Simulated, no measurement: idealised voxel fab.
Proc. module: voxel ribs on slabs
Cross-sectional view cut (width: 245 nm; square cell size: 5 nm).
When this document writes out a cross-section, it uses a grid of square cells and lists it as bands, beginning at the top and moving down, with a band standing for one or more rows of cells.
For a band, the entry starts with two heights in nm, that of the top and then that of the bottom, and carries on with the band's materials in order from left to right, each alongside its width in nm; the word "everywhere" beside a single material means it fills the band edge to edge, and "air" means empty space.
Heights are measured from 0, the level below which the as-received wafer is all one material; the lowest band has no bottom and continues downward, written as in "0 down".
The width entry "30..40" should be interpreted row by row: the top row of cells in the band takes the first number, the bottom row takes the second number, and the change between adjacent rows is uniform throughout.
The designation "no modifications", where it is given for a processing step, indicates that no cell of the cross-section was altered in the course of that step.
The entry "Closed void table" lists the empty spaces that cover at least 8 cells and have no open path to the top. Each is written as width x height at distance, where the distance is measured from the left edge and all three values are in nm.
It should be noted that, on the line of a given step, the content following the step's settings is a remark produced by the simulator itself with respect to that step.
Among the settings permitted on a step's line is "overlay nm"; applied to a step with a mask, it specifies the extent to which the mask lay to the right of its planned position, whereas a negative figure signifies a position to the left.

# Planned process steps
1. RECEIVE [material Si]
2. DIRECTIONAL_DEP [material SiO2] [thk nm 30]
3. DIRECTIONAL_DEP [material polySi] [thk nm 25]
4. MASKED_ETCH [tone cover] [mask id RIB] [width nm 30] [etch materials polySi] [depth nm 10] [overlay nm 0]
5. MASKED_ETCH [tone cover] [mask id SLAB] [width nm 70] [etch materials polySi] [depth nm 15] [overlay nm 0]
6. FILL_DEP [material SiO2] [thk nm 20]
7. CMP [height nm 70]
8. DIRECTIONAL_DEP [material TiN] [thk nm 5]
9. DIRECTIONAL_DEP [material aC] [thk nm 15]
10. PATTERN [tone cover] [mask id HEATER] [material resist] [width nm 40] [thk nm 30] [overlay nm 0]
11. DIRECTIONAL_ETCH [etch materials aC] [depth nm 15]
12. STRIP [etch materials resist]
13. DIRECTIONAL_ETCH [etch materials TiN] [depth nm 5]
14. STRIP [etch materials aC]
15. CONFORMAL_DEP [material SiO2] [thk nm 10]

# First out of two wafers; run went to plan

# Received-state cross-section, reflecting completion of step 1
  0 down = Si everywhere
  Closed void table: none

# Step 2 complete: cross-section through the wafer
  30 to 0 = SiO2 everywhere
  Under 0: no change, same as before.

# Step 3 complete: cross-section through the wafer
  55 to 30 = polySi everywhere
  Under 30: no change, same as before.

# Step 4 complete: cross-section through the wafer
  55 to 45 = 105 nm air; 30 nm polySi; 110 nm air
  Under 45: no change, same as before.

# Step 5 complete: cross-section through the wafer
  55 to 45 = 105 nm air; 30 nm polySi; 110 nm air
  45 to 30 = 85 nm air; 70 nm polySi; 90 nm air
  Under 30: no change, same as before.

# Step 6 complete: cross-section through the wafer
  75 to 55 = SiO2 everywhere
  55 to 45 = 105 nm SiO2; 30 nm polySi; 110 nm SiO2
  45 to 30 = 85 nm SiO2; 70 nm polySi; 90 nm SiO2
  Under 30: no change, same as before.

# Step 7 complete: cross-section through the wafer
  70 to 55 = SiO2 everywhere
  Under 55: no change, same as before.

# Step 8 complete: cross-section through the wafer
  75 to 70 = TiN everywhere
  Under 70: no change, same as before.

# Step 9 complete: cross-section through the wafer
  90 to 75 = aC everywhere
  Under 75: no change, same as before.

# Step 10 complete: cross-section through the wafer
  120 to 90 = 100 nm air; 40 nm resist; 105 nm air
  Under 90: no change, same as before.

# Step 11 complete: cross-section through the wafer
  105 to 90 = 100 nm air; 40 nm resist; 105 nm air
  90 to 75 = 100 nm air; 40 nm aC; 105 nm air
  Under 75: no change, same as before.

# Step 12 complete: cross-section through the wafer
  90 to 75 = 100 nm air; 40 nm aC; 105 nm air
  Under 75: no change, same as before.

# Step 13 complete: cross-section through the wafer
  90 to 75 = 100 nm air; 40 nm aC; 105 nm air
  75 to 70 = 100 nm air; 40 nm TiN; 105 nm air
  Under 70: no change, same as before.

# Step 14 complete: cross-section through the wafer
  75 to 70 = 100 nm air; 40 nm TiN; 105 nm air
  Under 70: no change, same as before.

# Step 15 complete: cross-section through the wafer
  85 to 80 = 90 nm air; 60 nm SiO2; 95 nm air
  80 to 75 = SiO2 everywhere
  75 to 70 = 100 nm SiO2; 40 nm TiN; 105 nm SiO2
  Under 70: no change, same as before.

# The second wafer: identical to the first at the outset and in its planned sequence, differing only in that one mistake was made during processing; up to and including step 3, its path is the first wafer's path

# X-section, second wafer, when step 4 was due to finish
  55 to 45 = 105 nm polySi; 30 nm air; 110 nm polySi
  Under 45: no change, same as before.

# X-section, second wafer, when step 5 was due to finish
  55 to 45 = 85 nm air; 20 nm polySi; 30 nm air; 20 nm polySi; 90 nm air
  45 to 40 = 85 nm air; 70 nm polySi; 90 nm air
  Under 40: no change, same as before.

# X-section, second wafer, when step 6 was due to finish
  75 to 55 = SiO2 everywhere
  55 to 45 = 85 nm SiO2; 20 nm polySi; 30 nm SiO2; 20 nm polySi; 90 nm SiO2
  45 to 40 = 85 nm SiO2; 70 nm polySi; 90 nm SiO2
  Under 40: no change, same as before.

# X-section, second wafer, when step 7 was due to finish
  70 to 55 = SiO2 everywhere
  Under 55: no change, same as before.

# X-section, second wafer, when step 8 was due to finish
  75 to 70 = TiN everywhere
  Under 70: no change, same as before.

# X-section, second wafer, when step 9 was due to finish
  90 to 75 = aC everywhere
  Under 75: no change, same as before.

# X-section, second wafer, when step 10 was due to finish
  120 to 90 = 100 nm air; 40 nm resist; 105 nm air
  Under 90: no change, same as before.

# X-section, second wafer, when step 11 was due to finish
  105 to 90 = 100 nm air; 40 nm resist; 105 nm air
  90 to 75 = 100 nm air; 40 nm aC; 105 nm air
  Under 75: no change, same as before.

# X-section, second wafer, when step 12 was due to finish
  90 to 75 = 100 nm air; 40 nm aC; 105 nm air
  Under 75: no change, same as before.

# X-section, second wafer, when step 13 was due to finish
  90 to 75 = 100 nm air; 40 nm aC; 105 nm air
  75 to 70 = 100 nm air; 40 nm TiN; 105 nm air
  Under 70: no change, same as before.

# X-section, second wafer, when step 14 was due to finish
  75 to 70 = 100 nm air; 40 nm TiN; 105 nm air
  Under 70: no change, same as before.

# X-section, second wafer, when step 15 was due to finish
  85 to 80 = 90 nm air; 60 nm SiO2; 95 nm air
  80 to 75 = SiO2 everywhere
  75 to 70 = 100 nm SiO2; 40 nm TiN; 105 nm SiO2
  Under 70: no change, same as before.
It is concluded that the wafer was processed incorrectly with respect to the plan, in that step 4 ran with different settings than intended, the actual operation and settings being MASKED_ETCH [tone open] [mask id RIB] [width nm 30] [etch materials polySi] [depth nm 10] [overlay nm 0]
Cell-count delta at end, second wafer over first, by material: SiO2: 74 fewer, polySi: 74 more
